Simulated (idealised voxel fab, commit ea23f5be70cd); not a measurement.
Process module, titled voxel capacitor over wiring
Section shown: cut. Width: 240 nm. Cell size: 5 nm, square.
A cross-section is written here as square cells arranged in a grid, and it is given in bands from the top down, each band taking up one or more rows of cells.
Top, bottom (nm), then materials left to right with widths (nm); lone material tagged "edge to edge" fills the whole band edge to edge; "air" = empty space.
Heads up on the height convention: 0 is the point under which the incoming wafer is all one material, and the lowest band has no bottom, it just keeps going down, like "z 0 and below".
Note: "30 to 40" means the width goes from the first number (top row of the band) to the second number (bottom row) in equal steps per row of cells.
Where the words "same as before" appear for a step, the cross-section shows no cell changed by that step; every cell remained as before.
Heads up: "Closed empty spaces" only lists the empty pockets with no open path to the top that are 8 cells or more, and it writes them as width x height at distance, distance from the left edge, in nm.
On each step's line, the part that comes after the settings is the simulator's own comment on the step.
Regarding "overlay nm": on a step with a mask, it is the distance the mask lay to the right of its planned place; a negative value places it to the left.
This section lists the process steps that were planned:
1,RECEIVE,material Si
2,CONFORMAL_DEP,material SiO2,thk nm 15
3,CONFORMAL_DEP,material SiCN,thk nm 5
4,DIRECTIONAL_DEP,material SiO2,thk nm 15
5,PATTERN,tone open,mask id METAL_1,material resist,width nm 25,pitch nm 85,thk nm 15,overlay nm 0
6,DIRECTIONAL_ETCH,etch materials SiO2,depth nm 15
7,DIRECTIONAL_ETCH,etch materials SiCN,depth nm 5
8,STRIP,etch materials resist
9,CONFORMAL_DEP,material TiN,thk nm 5
10,FILL_DEP,material Ru,thk nm 10
11,CMP,height nm 35
12,CONFORMAL_DEP,material SiCN,thk nm 5
13,DIRECTIONAL_DEP,material lowk,thk nm 10
14,PATTERN,tone open,mask id PLUG_1,material resist,width nm 15,thk nm 20,overlay nm 0
15,DIRECTIONAL_ETCH,etch materials lowk,depth nm 10
16,DIRECTIONAL_ETCH,etch materials SiCN,depth nm 5
17,STRIP,etch materials resist
18,EPI,material Ru,thk nm 10
19,EPI,material Ru,thk nm 5
20,DIRECTIONAL_DEP,material TiN,thk nm 5
21,DIRECTIONAL_DEP,material Al2O3,thk nm 5
22,DIRECTIONAL_DEP,material TiN,thk nm 5
23,DIRECTIONAL_DEP,material aC,thk nm 15
24,PATTERN,tone cover,mask id UPPER_PLATE,material resist,width nm 65,thk nm 30,overlay nm 0
25,DIRECTIONAL_ETCH,etch materials aC,depth nm 15
26,STRIP,etch materials resist
27,DIRECTIONAL_ETCH,etch materials TiN,depth nm 5
28,DIRECTIONAL_ETCH,etch materials Al2O3,depth nm 5
29,STRIP,etch materials aC
30,PATTERN,tone cover,mask id LOWER_PLATE,material resist,width nm 75,thk nm 20,overlay nm 0
31,DIRECTIONAL_ETCH,etch materials TiN,depth nm 5
32,STRIP,etch materials resist
33,FILL_DEP,material SiO2,thk nm 15
34,CMP,height nm 75
35,DIRECTIONAL_DEP,material aC,thk nm 15
36,PATTERN,tone open,mask id PLUG_2,material resist,width nm 15,thk nm 35,overlay nm 0
37,DIRECTIONAL_ETCH,etch materials aC,depth nm 15
38,STRIP,etch materials resist
39,DIRECTIONAL_ETCH,etch materials SiO2,depth nm 10
40,STRIP,etch materials aC
41,CONFORMAL_DEP,material TiN,thk nm 5
42,FILL_DEP,material W,thk nm 5
43,CMP,height nm 75
44,CONFORMAL_DEP,material SiCN,thk nm 5
This is the cross-section of the wafer as we received it, i.e. after step 1:
> z 0 and below  Si edge to edge
> Closed empty spaces: none
First wafer of two, sectioned at end of module; run went per plan:
> z 80 to 75  SiCN edge to edge
> z 75 to 70  85 of SiO2 / 5 of TiN / 5 of W / 5 of TiN / 140 of SiO2
> z 70 to 60  85 to 75 of SiO2 / 15 to 65 of TiN / 140 to 100 of SiO2
> z 60 to 55  75 of SiO2 / 65 of Al2O3 / 100 of SiO2
> z 55 to 50  70 of SiO2 / 75 of TiN / 95 of SiO2
> z 50 to 40  75 of lowk / 15 of Ru / 150 of lowk
> z 40 to 35  75 of SiCN / 15 of Ru / 150 of SiCN
> z 35 to 20  65 of SiO2 / 5 of TiN / 15 of Ru / 5 of TiN / 60 of SiO2 / 5 of TiN / 15 of Ru / 5 of TiN / 65 of SiO2
> z 20 to 15  65 of SiCN / 25 of TiN / 60 of SiCN / 25 of TiN / 65 of SiCN
> z 15 to 0  SiO2 edge to edge
> z 0 and below  Si edge to edge
> Closed empty spaces: none
Cross-section at end of module for the second wafer of two, which matched the first in starting point and plan and differed by one mistake in its processing:
> z 80 to 75  SiCN edge to edge
> z 75 to 70  85 of SiO2 / 5 of TiN / 5 of W / 5 of TiN / 140 of SiO2
> z 70 to 60  85 to 75 of SiO2 / 15 to 65 of TiN / 140 to 100 of SiO2
> z 60 to 55  75 of SiO2 / 65 of Al2O3 / 100 of SiO2
> z 55 to 50  70 of SiO2 / 75 of TiN / 95 of SiO2
> z 50 to 40  75 of lowk / 15 of Ru / 150 of lowk
> z 40 to 35  75 of SiCN / 15 of Ru / 150 of SiCN
> z 35 to 20  65 of SiO2 / 5 of TiN / 15 of Ru / 5 of TiN / 60 of SiO2 / 5 of TiN / 15 of Ru / 5 of TiN / 65 of SiO2
> z 20 to 15  65 of SiCN / 25 of TiN / 60 of SiCN / 25 of TiN / 65 of SiCN
> z 15 to 0  Ru edge to edge
> z 0 and below  Si edge to edge
> Closed empty spaces: none
Run error: step 2, actual vs plan mismatch, actual run CONFORMAL_DEP,material Ru,thk nm 15
The closing comparison, in cells, has the second wafer with more or fewer of some materials than the first: Ru: 144 more; SiO2: 144 fewer
